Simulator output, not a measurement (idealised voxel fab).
The process module presented herein is designated voxel ribs on slabs.
Cross-section cut spans 215 nm and uses square cells 5 nm in size.
In this document a cross-section is written as a grid of square cells. It is given as a series of bands, listed from the top down, and a band is one or more rows of cells. The entry gives the band's vertical extent as a top height and a bottom height in nm, then its horizontal make-up as materials from left to right, each with a width in nm. "air" stands for empty space; a single material marked "throughout" fills the band edge to edge. A quick word on heights: they are counted from 0, and under that level the wafer as it came to us is one material throughout. The lowest band is different from the rest in having no bottom; it simply continues downward, written as in "0 nm and below". Quick explanation for "30..40": the width changes in equal steps down the rows of cells, from the first number in the band's top row to the second number in its bottom row. "all unchanged" for a step: no cell of the cross-section changed in that step. The entry titled "Voids lacking openings" provides the empty spaces that have no open way to the top, restricted to those of 8 cells or more. Each is presented as width x height at distance, the distance being measured from the left edge, with all three in nm. It should be noted that, on the line of a given step, the content following the step's settings is a remark produced by the simulator itself with respect to that step. "overlay nm", when on a step's line for a step with a mask, measures how far to the right of its planned place the mask lay; a negative measure means to the left.

### plan
1: RECEIVE: material Si
2: DIRECTIONAL_DEP: material SiO2, thk nm 20
3: DIRECTIONAL_DEP: material SiN, thk nm 25
4: MASKED_ETCH: tone cover, mask id RIB, width nm 30, etch materials SiN, depth nm 10, overlay nm 0
5: MASKED_ETCH: tone cover, mask id SLAB, width nm 70, etch materials SiN, depth nm 15, overlay nm 0
6: FILL_DEP: material SiO2, thk nm 20
7: CMP: height nm 55
8: DIRECTIONAL_DEP: material W, thk nm 5
9: MASKED_ETCH: tone cover, mask id HEATER, width nm 40, etch materials W, depth nm 5, overlay nm 0
10: CONFORMAL_DEP: material SiO2, thk nm 5

### First wafer, two in total, run as planned

### Incoming wafer in cross-section (state: after step 1)
* 0 nm and below: Si throughout
* Voids lacking openings: none

### Wafer after step 2 (cross-section)
* 20 nm to 0 nm: SiO2 throughout
* Below 0 it's all the same as before, nothing changed down there.

### Wafer after step 3 (cross-section)
* 45 nm to 20 nm: SiN throughout
* Below 20 it's all the same as before, nothing changed down there.

### Wafer after step 4 (cross-section)
* 45 nm to 35 nm: 90 air / 30 SiN / 95 air
* Below 35 it's all the same as before, nothing changed down there.

### Wafer after step 5 (cross-section)
* 45 nm to 35 nm: 90 air / 30 SiN / 95 air
* 35 nm to 20 nm: 70 air / 70 SiN / 75 air
* Below 20 it's all the same as before, nothing changed down there.

### Wafer after step 6 (cross-section)
* 65 nm to 45 nm: SiO2 throughout
* 45 nm to 35 nm: 90 SiO2 / 30 SiN / 95 SiO2
* 35 nm to 20 nm: 70 SiO2 / 70 SiN / 75 SiO2
* Below 20 it's all the same as before, nothing changed down there.

### Wafer after step 7 (cross-section)
* 55 nm to 45 nm: SiO2 throughout
* Below 45 it's all the same as before, nothing changed down there.

### Wafer after step 8 (cross-section)
* 60 nm to 55 nm: W throughout
* Below 55 it's all the same as before, nothing changed down there.

### Wafer after step 9 (cross-section)
* 60 nm to 55 nm: 85 air / 40 W / 90 air
* Below 55 it's all the same as before, nothing changed down there.

### Wafer after step 10 (cross-section)
* 65 nm to 60 nm: 80 air / 50 SiO2 / 85 air
* 60 nm to 55 nm: 85 SiO2 / 40 W / 90 SiO2
* Below 55 it's all the same as before, nothing changed down there.

### Wafer two. Identical start, identical plan. One mistake in execution. Identical history through step 5

### At the planned end of step 6, the second wafer in cross-section
* 65 nm to 20 nm: SiN throughout
* Below 20 it's all the same as before, nothing changed down there.

### At the planned end of step 7, the second wafer in cross-section
* 55 nm to 20 nm: SiN throughout
* Below 20 it's all the same as before, nothing changed down there.

### At the planned end of step 8, the second wafer in cross-section
* 60 nm to 55 nm: W throughout
* Below 55 it's all the same as before, nothing changed down there.

### At the planned end of step 9, the second wafer in cross-section
* 60 nm to 55 nm: 85 air / 40 W / 90 air
* Below 55 it's all the same as before, nothing changed down there.

### At the planned end of step 10, the second wafer in cross-section
* 65 nm to 60 nm: 80 air / 50 SiO2 / 85 air
* 60 nm to 55 nm: 85 SiO2 / 40 W / 90 SiO2
* Below 55 it's all the same as before, nothing changed down there.
The mistake made against the process plan was this: step 6 was run on a setting that differed from the plan, and what really ran there is FILL_DEP: material SiN, thk nm 20
Once processing is complete, comparing cell counts shows that the second wafer has more or fewer of certain materials than the first: +247 SiN, -247 SiO2
